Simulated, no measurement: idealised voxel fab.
Process module under the name voxel gate over fins
The figure presents cross-section cut, which has a width of 140 nm and is divided into square cells with an edge length of 5 nm.
Reading order for cross-sections: top band down to bottom band. Underlying form: a grid of square cells. Band size: one or more rows of cells. What a band's entry tells you: where the top is and where the bottom is, as heights in nm, and after that what lies inside, material by material from left to right, each with its width in nm. Empty space is written as the word "empty", and a single material marked with the word "edge to edge" occupies the band from edge to edge. The reference from which all heights are counted is 0, the level beneath which the as-received wafer is entirely one material; the lowest band, having no lower bound, proceeds downward and is written after the example "0 nm and below". You'd read "30..40" like this: the band's top row of cells is as wide as the first number, its bottom row is as wide as the second, and going down, every row changes width by the same amount as the row before did. The cross-section has no changed cell in any step marked "nothing different". Any empty space of 8 cells or more lacking an open way to the top shows up in "Trapped void list" as width x height at distance, distance from the left edge, in nm. Step line, after settings: the simulator's comment on this step. Steps that use a mask can have "overlay nm" on their line. It says how far the mask sat to the right of where it was meant to be. Negative means to the left. Reading key. Pairs: pre-step and post-step cross-section, one process step apart; post-step view only to lowest changed band. Step between + settings: beneath pair. Runs: pairs may be from different runs of this module, same starting wafer. Continuation from pair above: only where "Pre-step section" entry says.
### Pre-step section
> 30 nm to 20 nm | W edge to edge
> 20 nm to 15 nm | W: 15  TiN: 105  W: 20
> 15 nm to 10 nm | W: 15  TiN: 5  TiAl: 95  TiN: 5  W: 20
> 10 nm to 5 nm | W: 15  TiN: 5  TiAl: 5  TiN: 85  TiAl: 5  TiN: 5  W: 20
> 5 nm to 0 nm | TiN: 20  TiAl: 5  TiN: 5  HfO2: 35  TiN: 5  HfO2: 35  TiN: 5  TiAl: 5  TiN: 25
> 0 nm to -5 nm | TiAl: 25  TiN: 5  HfO2: 5  Si: 25  HfO2: 5  TiN: 5  HfO2: 5  Si: 25  HfO2: 5  TiN: 5  TiAl: 30
> -5 nm to -10 nm | TiN: 30  HfO2: 5  Si: 25  HfO2: 5  TiN: 5  HfO2: 5  Si: 25  HfO2: 5  TiN: 35
> -10 nm to -15 nm | HfO2: 35  Si: 25  HfO2: 15  Si: 25  HfO2: 40
> -15 nm to -40 nm | SiO2: 35  Si: 25  SiO2: 15  Si: 25  SiO2: 40
> -40 nm and below | Si edge to edge
> Trapped void list: none
### Structure After Step
> 25 nm to 20 nm | W edge to edge
> Unchanged below 20.
> Trapped void list: none
Transition step, before and after shown above: CMP with height nm 25
Pre-step section: It is represented by the cross-section appearing after the step of the pair directly above.
### Structure After Step
> 30 nm to 25 nm | SiCN edge to edge
> Unchanged below 25.
> Trapped void list: none
Transition step, before and after shown above: CONFORMAL_DEP with material SiCN, thk nm 5
### Pre-step section
> 5 nm to 0 nm | SiN edge to edge
> 0 nm and below | Si edge to edge
> Trapped void list: none
### Structure After Step
> 25 nm to 5 nm | empty: 35  resist: 15  empty: 25  resist: 15  empty: 50
> Unchanged below 5.
> Trapped void list: none
Transition step, before and after shown above: PATTERN with tone cover, mask id FINS, material resist, width nm 15, pitch nm 40, thk nm 20, overlay nm -5
Pre-step section: It is represented by the cross-section appearing after the step of the pair directly above.
### Structure After Step
> 25 nm to 5 nm | empty: 35  resist: 15  empty: 25  resist: 15  empty: 50
> 5 nm to 0 nm | empty: 35  SiN: 15  empty: 25  SiN: 15  empty: 50
> Unchanged below 0.
> Trapped void list: none
Transition step, before and after shown above: DIRECTIONAL_ETCH with etch materials SiN, depth nm 5
Pre-step section: It is represented by the cross-section appearing after the step of the pair directly above.
### Structure After Step
> 25 nm to 5 nm | empty: 35  resist: 15  empty: 25  resist: 15  empty: 50
> 5 nm to 0 nm | empty: 35  SiN: 15  empty: 25  SiN: 15  empty: 50
> 0 nm to -40 nm | empty: 35  Si: 15  empty: 25  Si: 15  empty: 50
> Unchanged below -40.
> Trapped void list: none
Transition step, before and after shown above: DIRECTIONAL_ETCH with etch materials Si, depth nm 40
Pre-step section: It is represented by the cross-section appearing after the step of the pair directly above.
### Structure After Step
> 5 nm to 0 nm | empty: 35  SiN: 15  empty: 25  SiN: 15  empty: 50
> Unchanged below 0.
> Trapped void list: none
Transition step, before and after shown above: STRIP with etch materials resist
Pre-step section: It is represented by the cross-section appearing after the step of the pair directly above.
### Structure After Step
> 15 nm to 5 nm | SiO2 edge to edge
> 5 nm to 0 nm | SiO2: 35  SiN: 15  SiO2: 25  SiN: 15  SiO2: 50
> 0 nm to -40 nm | SiO2: 35  Si: 15  SiO2: 25  Si: 15  SiO2: 50
> Unchanged below -40.
> Trapped void list: none
Transition step, before and after shown above: FILL_DEP with material SiO2, thk nm 10
Pre-step section: It is represented by the cross-section appearing after the step of the pair directly above.
### Structure After Step
> 5 nm to 0 nm | SiO2: 35  SiN: 15  SiO2: 25  SiN: 15  SiO2: 50
> Unchanged below 0.
> Trapped void list: none
Transition step, before and after shown above: CMP with height nm 5
Pre-step section: It is represented by the cross-section appearing after the step of the pair directly above.
### Structure After Step
> 5 nm to 0 nm | empty: 35  SiN: 15  empty: 25  SiN: 15  empty: 50
> 0 nm to -15 nm | empty: 35  Si: 15  empty: 25  Si: 15  empty: 50
> Unchanged below -15.
> Trapped void list: none
Transition step, before and after shown above: SELECTIVE_ETCH with etch materials SiO2, depth nm 20
Pre-step section: It is represented by the cross-section appearing after the step of the pair directly above.
### Structure After Step
> 0 nm to -15 nm | empty: 35  Si: 15  empty: 25  Si: 15  empty: 50
> Unchanged below -15.
> Trapped void list: none
Transition step, before and after shown above: STRIP with etch materials SiN
Pre-step section: It is represented by the cross-section appearing after the step of the pair directly above.
### Structure After Step
> 5 nm to 0 nm | empty: 30  HfO2: 25  empty: 15  HfO2: 25  empty: 45
> 0 nm to -10 nm | empty: 30  HfO2: 5  Si: 15  HfO2: 5  empty: 15  HfO2: 5  Si: 15  HfO2: 5  empty: 45
> -10 nm to -15 nm | HfO2: 35  Si: 15  HfO2: 25  Si: 15  HfO2: 50
> Unchanged below -15.
> Trapped void list: none
Transition step, before and after shown above: CONFORMAL_DEP with material HfO2, thk nm 5
Pre-step section: It is represented by the cross-section appearing after the step of the pair directly above.
### Structure After Step
> 10 nm to 5 nm | empty: 25  TiN: 35  empty: 5  TiN: 35  empty: 40
> 5 nm to 0 nm | empty: 25  TiN: 5  HfO2: 25  TiN: 5  empty: 5  TiN: 5  HfO2: 25  TiN: 5  empty: 40
> 0 nm to -5 nm | empty: 25  TiN: 5  HfO2: 5  Si: 15  HfO2: 5  TiN: 5  empty: 5  TiN: 5  HfO2: 5  Si: 15  HfO2: 5  TiN: 5  empty: 40
> -5 nm to -10 nm | TiN: 30  HfO2: 5  Si: 15  HfO2: 5  TiN: 15  HfO2: 5  Si: 15  HfO2: 5  TiN: 45
> Unchanged below -10.
> Trapped void list: none
Transition step, before and after shown above: CONFORMAL_DEP with material TiN, thk nm 5
Pre-step section: It is represented by the cross-section appearing after the step of the pair directly above.
### Structure After Step
> 15 nm to 10 nm | empty: 20  TiAl: 85  empty: 35
> 10 nm to 5 nm | empty: 20  TiAl: 5  TiN: 35  TiAl: 5  TiN: 35  TiAl: 5  empty: 35
> 5 nm to 0 nm | empty: 20  TiAl: 5  TiN: 5  HfO2: 25  TiN: 5  TiAl: 5  TiN: 5  HfO2: 25  TiN: 5  TiAl: 5  empty: 35
> 0 nm to -5 nm | TiAl: 25  TiN: 5  HfO2: 5  Si: 15  HfO2: 5  TiN: 5  TiAl: 5  TiN: 5  HfO2: 5  Si: 15  HfO2: 5  TiN: 5  TiAl: 40
> Unchanged below -5.
> Trapped void list: none
Transition step, before and after shown above: CONFORMAL_DEP with material TiAl, thk nm 5
Pre-step section: It is represented by the cross-section appearing after the step of the pair directly above.
### Structure After Step
> 20 nm to 15 nm | empty: 15  TiN: 95  empty: 30
> 15 nm to 10 nm | empty: 15  TiN: 5  TiAl: 85  TiN: 5  empty: 30
> 10 nm to 5 nm | empty: 15  TiN: 5  TiAl: 5  TiN: 35  TiAl: 5  TiN: 35  TiAl: 5  TiN: 5  empty: 30
> 5 nm to 0 nm | TiN: 20  TiAl: 5  TiN: 5  HfO2: 25  TiN: 5  TiAl: 5  TiN: 5  HfO2: 25  TiN: 5  TiAl: 5  TiN: 35
> Unchanged below 0.
> Trapped void list: none
Transition step, before and after shown above: CONFORMAL_DEP with material TiN, thk nm 5
Pre-step section: It is represented by the cross-section appearing after the step of the pair directly above.
### Structure After Step
> 30 nm to 20 nm | W edge to edge
> 20 nm to 15 nm | W: 15  TiN: 95  W: 30
> 15 nm to 10 nm | W: 15  TiN: 5  TiAl: 85  TiN: 5  W: 30
> 10 nm to 5 nm | W: 15  TiN: 5  TiAl: 5  TiN: 35  TiAl: 5  TiN: 35  TiAl: 5  TiN: 5  W: 30
> Unchanged below 5.
> Trapped void list: none
Transition step, before and after shown above: FILL_DEP with material W, thk nm 10
Pre-step section: It is represented by the cross-section appearing after the step of the pair directly above.
### Structure After Step
> 25 nm to 20 nm | W edge to edge
> Unchanged below 20.
> Trapped void list: none
Transition step, before and after shown above: CMP with height nm 25
Pre-step section: It is represented by the cross-section appearing after the step of the pair directly above.
### Structure After Step
> 30 nm to 25 nm | SiCN edge to edge
> Unchanged below 25.
> Trapped void list: none
Transition step, before and after shown above: CONFORMAL_DEP with material SiCN, thk nm 5
### Pre-step section
> 15 nm to 10 nm | empty: 25  TiAl: 85  empty: 30
> 10 nm to 5 nm | empty: 25  TiAl: 5  TiN: 35  TiAl: 5  TiN: 35  TiAl: 5  empty: 30
> 5 nm to 0 nm | empty: 25  TiAl: 5  TiN: 5  HfO2: 25  TiN: 5  TiAl: 5  TiN: 5  HfO2: 25  TiN: 5  TiAl: 5  empty: 30
> 0 nm to -5 nm | TiAl: 30  TiN: 5  HfO2: 5  Si: 15  HfO2: 5  TiN: 5  TiAl: 5  TiN: 5  HfO2: 5  Si: 15  HfO2: 5  TiN: 5  TiAl: 35
> -5 nm to -10 nm | TiN: 35  HfO2: 5  Si: 15  HfO2: 5  TiN: 15  HfO2: 5  Si: 15  HfO2: 5  TiN: 40
> -10 nm to -15 nm | HfO2: 40  Si: 15  HfO2: 25  Si: 15  HfO2: 45
> -15 nm to -40 nm | SiO2: 40  Si: 15  SiO2: 25  Si: 15  SiO2: 45
> -40 nm and below | Si edge to edge
> Trapped void list: none
### Structure After Step
> 20 nm to 15 nm | empty: 20  SiO2: 95  empty: 25
> 15 nm to 10 nm | empty: 20  SiO2: 5  TiAl: 85  SiO2: 5  empty: 25
> 10 nm to 5 nm | empty: 20  SiO2: 5  TiAl: 5  TiN: 35  TiAl: 5  TiN: 35  TiAl: 5  SiO2: 5  empty: 25
> 5 nm to 0 nm | SiO2: 25  TiAl: 5  TiN: 5  HfO2: 25  TiN: 5  TiAl: 5  TiN: 5  HfO2: 25  TiN: 5  TiAl: 5  SiO2: 30
> Unchanged below 0.
> Trapped void list: none
Transition step, before and after shown above: CONFORMAL_DEP with material SiO2, thk nm 5
Pre-step section: It is represented by the cross-section appearing after the step of the pair directly above.
### Structure After Step
> 30 nm to 20 nm | W edge to edge
> 20 nm to 15 nm | W: 20  SiO2: 95  W: 25
> 15 nm to 10 nm | W: 20  SiO2: 5  TiAl: 85  SiO2: 5  W: 25
> 10 nm to 5 nm | W: 20  SiO2: 5  TiAl: 5  TiN: 35  TiAl: 5  TiN: 35  TiAl: 5  SiO2: 5  W: 25
> Unchanged below 5.
> Trapped void list: none
Transition step, before and after shown above: FILL_DEP with material W, thk nm 10
Pre-step section: It is represented by the cross-section appearing after the step of the pair directly above.
### Structure After Step
> 25 nm to 20 nm | W edge to edge
> Unchanged below 20.
> Trapped void list: none
Transition step, before and after shown above: CMP with height nm 25
Pre-step section: It is represented by the cross-section appearing after the step of the pair directly above.
### Structure After Step
> 30 nm to 25 nm | SiCN edge to edge
> Unchanged below 25.
> Trapped void list: none
Transition step, before and after shown above: CONFORMAL_DEP with material SiCN, thk nm 5
### Pre-step section
> 5 nm to 0 nm | SiN edge to edge
> 0 nm and below | Si edge to edge
> Trapped void list: none
### Structure After Step
> 25 nm to 5 nm | resist: 40  empty: 15  resist: 25  empty: 15  resist: 45
> Unchanged below 5.
> Trapped void list: none
Transition step, before and after shown above: PATTERN with tone open, mask id FINS, material resist, width nm 15, pitch nm 40, thk nm 20, overlay nm 0
Pre-step section: It is represented by the cross-section appearing after the step of the pair directly above.
### Structure After Step
> 25 nm to 5 nm | resist: 40  empty: 15  resist: 25  empty: 15  resist: 45
> 5 nm to 0 nm | SiN: 40  empty: 15  SiN: 25  empty: 15  SiN: 45
> Unchanged below 0.
> Trapped void list: none
Transition step, before and after shown above: DIRECTIONAL_ETCH with etch materials SiN, depth nm 5
Pre-step section: It is represented by the cross-section appearing after the step of the pair directly above.
### Structure After Step
> 25 nm to 5 nm | resist: 40  empty: 15  resist: 25  empty: 15  resist: 45
> 5 nm to 0 nm | SiN: 40  empty: 15  SiN: 25  empty: 15  SiN: 45
> 0 nm to -40 nm | Si: 40  empty: 15  Si: 25  empty: 15  Si: 45
> Unchanged below -40.
> Trapped void list: none
Transition step, before and after shown above: DIRECTIONAL_ETCH with etch materials Si, depth nm 40
Pre-step section: It is represented by the cross-section appearing after the step of the pair directly above.
### Structure After Step
> 5 nm to 0 nm | SiN: 40  empty: 15  SiN: 25  empty: 15  SiN: 45
> Unchanged below 0.
> Trapped void list: none
Transition step, before and after shown above: STRIP with etch materials resist
Pre-step section: It is represented by the cross-section appearing after the step of the pair directly above.
### Structure After Step
> 15 nm to 5 nm | SiO2 edge to edge
> 5 nm to 0 nm | SiN: 40  SiO2: 15  SiN: 25  SiO2: 15  SiN: 45
> 0 nm to -40 nm | Si: 40  SiO2: 15  Si: 25  SiO2: 15  Si: 45
> Unchanged below -40.
> Trapped void list: none
Transition step, before and after shown above: FILL_DEP with material SiO2, thk nm 10
Pre-step section: It is represented by the cross-section appearing after the step of the pair directly above.
### Structure After Step
> 5 nm to 0 nm | SiN: 40  SiO2: 15  SiN: 25  SiO2: 15  SiN: 45
> Unchanged below 0.
> Trapped void list: none
Transition step, before and after shown above: CMP with height nm 5
Pre-step section: It is represented by the cross-section appearing after the step of the pair directly above.
### Structure After Step
> 5 nm to 0 nm | SiN: 40  empty: 15  SiN: 25  empty: 15  SiN: 45
> 0 nm to -15 nm | Si: 40  empty: 15  Si: 25  empty: 15  Si: 45
> Unchanged below -15.
> Trapped void list: none
Transition step, before and after shown above: SELECTIVE_ETCH with etch materials SiO2, depth nm 20
Pre-step section: It is represented by the cross-section appearing after the step of the pair directly above.
### Structure After Step
> 0 nm to -15 nm | Si: 40  empty: 15  Si: 25  empty: 15  Si: 45
> Unchanged below -15.
> Trapped void list: none
Transition step, before and after shown above: STRIP with etch materials SiN
Pre-step section: It is represented by the cross-section appearing after the step of the pair directly above.
### Structure After Step
> 5 nm to 0 nm | HfO2: 45  empty: 5  HfO2: 35  empty: 5  HfO2: 50
> 0 nm to -10 nm | Si: 40  HfO2: 5  empty: 5  HfO2: 5  Si: 25  HfO2: 5  empty: 5  HfO2: 5  Si: 45
> -10 nm to -15 nm | Si: 40  HfO2: 15  Si: 25  HfO2: 15  Si: 45
> Unchanged below -15.
> Trapped void list: none
Transition step, before and after shown above: CONFORMAL_DEP with material HfO2, thk nm 5
Pre-step section: It is represented by the cross-section appearing after the step of the pair directly above.
### Structure After Step
> 10 nm to 5 nm | TiN edge to edge
> 5 nm to 0 nm | HfO2: 45  TiN: 5  HfO2: 35  TiN: 5  HfO2: 50
> 0 nm to -10 nm | Si: 40  HfO2: 5  TiN: 5  HfO2: 5  Si: 25  HfO2: 5  TiN: 5  HfO2: 5  Si: 45
> Unchanged below -10.
> Trapped void list: none
Transition step, before and after shown above: CONFORMAL_DEP with material TiN, thk nm 5
Pre-step section: It is represented by the cross-section appearing after the step of the pair directly above.
### Structure After Step
> 15 nm to 10 nm | TiAl edge to edge
> Unchanged below 10.
> Trapped void list: none
Transition step, before and after shown above: CONFORMAL_DEP with material TiAl, thk nm 5
Pre-step section: It is represented by the cross-section appearing after the step of the pair directly above.
### Structure After Step
> 20 nm to 15 nm | TiN edge to edge
> Unchanged below 15.
> Trapped void list: none
Transition step, before and after shown above: CONFORMAL_DEP with material TiN, thk nm 5
Pre-step section: It is represented by the cross-section appearing after the step of the pair directly above.
### Structure After Step
> 30 nm to 20 nm | W edge to edge
> Unchanged below 20.
> Trapped void list: none
Transition step, before and after shown above: FILL_DEP with material W, thk nm 10
Pre-step section: It is represented by the cross-section appearing after the step of the pair directly above.
### Structure After Step
> 25 nm to 20 nm | W edge to edge
> Unchanged below 20.
> Trapped void list: none
Transition step, before and after shown above: CMP with height nm 25
Pre-step section: It is represented by the cross-section appearing after the step of the pair directly above.
### Structure After Step
> 30 nm to 25 nm | SiCN edge to edge
> Unchanged below 25.
> Trapped void list: none
Transition step, before and after shown above: CONFORMAL_DEP with material SiCN, thk nm 5
